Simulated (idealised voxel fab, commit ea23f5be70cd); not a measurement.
Name of the process module below: voxel wiring stack
Cross-section cut spans 260 nm and uses square cells 5 nm in size.
A cross-section is a grid of square cells, given in bands from the top down. A band is one or more rows of cells. For a band, the entry starts with two heights in nm, that of the top and then that of the bottom, and carries on with the band's materials in order from left to right, each alongside its width in nm; the word "everywhere" beside a single material means it fills the band edge to edge, and "blank" means empty space. It should be noted that heights are counted from 0, beneath which the wafer as supplied is of one material throughout, and that the lowest band possesses no lower boundary but continues downward, as written in "0..down". You'd read "30 to 40" like this: the band's top row of cells is as wide as the first number, its bottom row is as wide as the second, and going down, every row changes width by the same amount as the row before did. Where a step carries "remained unchanged", the cross-section came out of it unchanged, cell for cell. The entry "Closed void catalog" lists the empty spaces that cover at least 8 cells and have no open path to the top. Each is written as width x height at distance, where the distance is measured from the left edge and all three values are in nm. That trailing text on a step's line, after the settings, is the simulator's own remark on the step. The optional step-line setting "overlay nm" applies to steps with a mask and quantifies how far to the right of its planned location the mask lay, a negative value indicating leftward placement.
# The following list gives the planned process steps
1. RECEIVE with material Si
2. CONFORMAL_DEP with material SiO2, thk nm 15
3. DIRECTIONAL_DEP with material TiN, thk nm 5
4. DIRECTIONAL_DEP with material Ru, thk nm 15
5. PATTERN with tone cover, mask id METAL_1, material resist, width nm 20, pitch nm 45, thk nm 20, overlay nm 0
6. DIRECTIONAL_ETCH with etch materials Ru, depth nm 15
7. DIRECTIONAL_ETCH with etch materials TiN, depth nm 5
8. STRIP with etch materials resist
9. CONFORMAL_DEP with material SiN, thk nm 5
10. FILL_DEP with material SiO2, thk nm 10
11. CMP with height nm 35
12. CONFORMAL_DEP with material SiCN, thk nm 5
13. DIRECTIONAL_DEP with material SiO2, thk nm 30
14. MASKED_ETCH with tone open, mask id METAL_2_HOLES, width nm 15, pitch nm 45, etch materials SiO2, depth nm 30, overlay nm 0
15. MASKED_ETCH with tone open, mask id METAL_2, width nm 20, pitch nm 45, etch materials SiO2, depth nm 15, overlay nm 0
16. MASKED_ETCH with tone open, mask id METAL_2, width nm 20, pitch nm 45, etch materials SiCN, depth nm 5, overlay nm 0
17. CONFORMAL_DEP with material TiN, thk nm 5
18. FILL_DEP with material Ru, thk nm 10
19. CMP with height nm 70
20. CONFORMAL_DEP with material SiCN, thk nm 5
# Incoming wafer, cross-sectional view, post step 1
- 0..down | Si everywhere
- Closed void catalog: none
# Here's the cross-section of the first of our two wafers at the end of the module - it ran as planned
- 75..70 | SiCN everywhere
- 70..60 | SiO2=50 / TiN=5 / Ru=10 / TiN=5 / SiO2=25 / TiN=5 / Ru=10 / TiN=5 / SiO2=25 / TiN=5 / Ru=10 / TiN=5 / SiO2=25 / TiN=5 / Ru=10 / TiN=5 / SiO2=55
- 60..55 | SiO2=50 / TiN=5 / Ru=5 / TiN=10 / SiO2=25 / TiN=5 / Ru=5 / TiN=10 / SiO2=25 / TiN=5 / Ru=5 / TiN=10 / SiO2=25 / TiN=5 / Ru=5 / TiN=10 / SiO2=55
- 55..40 | SiO2=50 / TiN=5 / Ru=5 / TiN=5 / SiO2=30 / TiN=5 / Ru=5 / TiN=5 / SiO2=30 / TiN=5 / Ru=5 / TiN=5 / SiO2=30 / TiN=5 / Ru=5 / TiN=5 / SiO2=60
- 40..35 | SiCN=50 / TiN=15 / SiCN=30 / TiN=15 / SiCN=30 / TiN=15 / SiCN=30 / TiN=15 / SiCN=60
- 35..20 | SiO2=45 / SiN=5 / Ru=20 / SiN=5 / SiO2=15 / SiN=5 / Ru=20 / SiN=5 / SiO2=15 / SiN=5 / Ru=20 / SiN=5 / SiO2=15 / SiN=5 / Ru=20 / SiN=5 / SiO2=50
- 20..15 | SiN=50 / TiN=20 / SiN=25 / TiN=20 / SiN=25 / TiN=20 / SiN=25 / TiN=20 / SiN=55
- 15..0 | SiO2 everywhere
- 0..down | Si everywhere
- Closed void catalog: none
# This is the second of the two wafers, cross-sectioned at the end of the module; it started exactly like the first and was given the same plan, but it was run with one mistake
- 75..70 | SiCN everywhere
- 70..60 | SiO2=50 / TiN=5 / Ru=10 / TiN=5 / SiO2=25 / TiN=5 / Ru=10 / TiN=5 / SiO2=25 / TiN=5 / Ru=10 / TiN=5 / SiO2=25 / TiN=5 / Ru=10 / TiN=5 / SiO2=55
- 60..55 | SiO2=50 / TiN=5 / Ru=5 / TiN=10 / SiO2=25 / TiN=5 / Ru=5 / TiN=10 / SiO2=25 / TiN=5 / Ru=5 / TiN=10 / SiO2=25 / TiN=5 / Ru=5 / TiN=10 / SiO2=55
- 55..40 | SiO2=50 / TiN=5 / Ru=5 / TiN=5 / SiO2=30 / TiN=5 / Ru=5 / TiN=5 / SiO2=30 / TiN=5 / Ru=5 / TiN=5 / SiO2=30 / TiN=5 / Ru=5 / TiN=5 / SiO2=60
- 40..35 | SiO2=50 / TiN=15 / SiO2=30 / TiN=15 / SiO2=30 / TiN=15 / SiO2=30 / TiN=15 / SiO2=60
- 35..20 | SiO2=45 / SiN=5 / Ru=20 / SiN=5 / SiO2=15 / SiN=5 / Ru=20 / SiN=5 / SiO2=15 / SiN=5 / Ru=20 / SiN=5 / SiO2=15 / SiN=5 / Ru=20 / SiN=5 / SiO2=50
- 20..15 | SiN=50 / TiN=20 / SiN=25 / TiN=20 / SiN=25 / TiN=20 / SiN=25 / TiN=20 / SiN=55
- 15..0 | SiO2 everywhere
- 0..down | Si everywhere
- Closed void catalog: none
What broke from the plan during processing? step 12, actual vs plan mismatch, actual run CONFORMAL_DEP with material SiO2, thk nm 5
Count the cells at the end and the second wafer has more or fewer of some materials than the first: SiCN: 40 fewer | SiO2: 40 more
